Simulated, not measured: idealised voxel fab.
process module | voxel lift off
cross-section cut | 300 nm wide | cells 5 nm
A cross-section is a grid of square cells, given in bands from the top down. A band is one or more rows of cells.
Each band's line starts with the height of the band's top and of its bottom, in nm. Then come its materials from left to right, each with its width in nm. One material with "throughout" fills the band from edge to edge. "air" is empty space.
Height 0 is the level under which the wafer as received is all one material. The lowest band goes on downwards, as in "0 down".
A width such as "30 to 40" changes by the same amount from each row of cells to the next, from the band's top row to its bottom row.
"no change" after a step means that no cell of the cross-section changed.
closed voids: empty space of 8 cells or more with no open way to the top, each as width x height at its distance from the left edge, in nm
after a step's settings: what the simulator itself notes on the step
overlay nm, on a step with a mask: how far to the right of its planned place the mask lay; to the left if negative
plan
1 op RECEIVE | material Si
2 op CONFORMAL_DEP | material Al2O3 | thk nm 10
3 op PATTERN | tone open | mask id LINES | material resist | width nm 20 | pitch nm 35 | thk nm 30 | overlay nm 0
4 op DIRECTIONAL_DEP | material Ru | thk nm 15
5 op STRIP | etch materials resist
6 op CONFORMAL_DEP | material SiCN | thk nm 10
as received, after step 1
  0 down: Si throughout
  closed voids: none
first wafer at the end, as planned
  35 to 25: air 110 | SiCN 75 | air 115
  25 to 20: air 110 | SiCN 10 | Ru 20 | SiCN 15 | Ru 20 | SiCN 10 | air 115
  20 to 10: SiCN 120 | Ru 20 | SiCN 15 | Ru 20 | SiCN 125
  10 to 0: Al2O3 throughout
  0 down: Si throughout
  closed voids: none
second wafer at the end: like start, like plan, one mistake
  35 to 25: SiCN throughout
  25 to 10: Ru 120 | SiCN 20 | Ru 15 | SiCN 20 | Ru 125
  10 to 0: Al2O3 throughout
  0 down: Si throughout
  closed voids: none
what went wrong: step 3 ran as: op PATTERN | tone cover | mask id LINES | material resist | width nm 20 | pitch nm 35 | thk nm 30 | overlay nm 0
at the end the second wafer has, in cells: 132 more of Ru | 3 more of SiCN
